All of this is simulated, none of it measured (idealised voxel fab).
You're looking at the process module voxel lift off.
Xsec cut, 225 nm wide, square cell size 5 nm.
If you're reading a cross-section in this doc, picture square cells in a grid; it comes to you as bands, top ones listed first down to the bottom, and a band can be one or more rows of cells.
Per band: top height and bottom height in nm, followed by the left-to-right materials and their widths in nm; "full width" marks a single material spanning edge to edge, "empty" marks empty space.
It should be noted that heights are counted from 0, beneath which the wafer as supplied is of one material throughout, and that the lowest band possesses no lower boundary but continues downward, as written in "0 down".
With a width like "30 to 40", each row of cells in the band differs from the next by the same amount, the top row carrying the first number and the bottom row the second.
You'll sometimes find "no modifications" written for a step, and that's the way of saying that nowhere in the cross-section did a cell change during that step.
The entry titled "Enclosed void inventory" provides the empty spaces that have no open way to the top, restricted to those of 8 cells or more. Each is presented as width x height at distance, the distance being measured from the left edge, with all three in nm.
Whatever follows a step's settings on its line is a remark the simulator itself makes about that step.
overlay nm: mask offset rightward from planned place, masked step; negative means leftward offset.

### Steps in the process plan
1,RECEIVE with material Si
2,CONFORMAL_DEP with material Al2O3, thk nm 15
3,PATTERN with tone open, mask id LINES, material resist, width nm 25, pitch nm 40, thk nm 25, overlay nm 0
4,DIRECTIONAL_DEP with material Ru, thk nm 15
5,STRIP with etch materials resist
6,CONFORMAL_DEP with material SiN, thk nm 5

### The following pertains to the first of two wafers, which was processed as planned

### Step 1 complete: cross-section of the wafer as received
  0 down: Si full width
  Enclosed void inventory: none

### Presented here is a cross-section of the wafer after step 2 has been performed
  15 to 0: Al2O3 full width
  For the remainder of the cross-section, below 0, there is no change.

### Presented here is a cross-section of the wafer after step 3 has been performed
  40 to 15: resist: 80, then empty: 25, then resist: 15, then empty: 25, then resist: 80
  For the remainder of the cross-section, below 15, there is no change.

### Presented here is a cross-section of the wafer after step 4 has been performed
  55 to 40: Ru: 80, then empty: 25, then Ru: 15, then empty: 25, then Ru: 80
  40 to 30: resist: 80, then empty: 25, then resist: 15, then empty: 25, then resist: 80
  30 to 15: resist: 80, then Ru: 25, then resist: 15, then Ru: 25, then resist: 80
  For the remainder of the cross-section, below 15, there is no change.

### Presented here is a cross-section of the wafer after step 5 has been performed
  30 to 15: empty: 80, then Ru: 25, then empty: 15, then Ru: 25, then empty: 80
  For the remainder of the cross-section, below 15, there is no change.

### Presented here is a cross-section of the wafer after step 6 has been performed
  35 to 30: empty: 75, then SiN: 35, then empty: 5, then SiN: 35, then empty: 75
  30 to 20: empty: 75, then SiN: 5, then Ru: 25, then SiN: 5, then empty: 5, then SiN: 5, then Ru: 25, then SiN: 5, then empty: 75
  20 to 15: SiN: 80, then Ru: 25, then SiN: 15, then Ru: 25, then SiN: 80
  For the remainder of the cross-section, below 15, there is no change.

### Second wafer - shared start and plan with the first - one error in running - same as the first up to step 3 inclusive

### when step 4 should have ended
  60 to 40: Ru: 80, then empty: 25, then Ru: 15, then empty: 25, then Ru: 80
  40 to 35: resist: 80, then empty: 25, then resist: 15, then empty: 25, then resist: 80
  35 to 15: resist: 80, then Ru: 25, then resist: 15, then Ru: 25, then resist: 80
  For the remainder of the cross-section, below 15, there is no change.

### when step 5 should have ended
  35 to 15: empty: 80, then Ru: 25, then empty: 15, then Ru: 25, then empty: 80
  For the remainder of the cross-section, below 15, there is no change.

### when step 6 should have ended
  40 to 35: empty: 75, then SiN: 35, then empty: 5, then SiN: 35, then empty: 75
  35 to 20: empty: 75, then SiN: 5, then Ru: 25, then SiN: 5, then empty: 5, then SiN: 5, then Ru: 25, then SiN: 5, then empty: 75
  20 to 15: SiN: 80, then Ru: 25, then SiN: 15, then Ru: 25, then SiN: 80
  For the remainder of the cross-section, below 15, there is no change.
Heads up, the wafer didn't run the way we planned it: step 4 changed vs plan, executed as DIRECTIONAL_DEP with material Ru, thk nm 20
Per the end-of-run cell counts, the second wafer holds more or fewer of some materials than the first: Ru +10, SiN +4
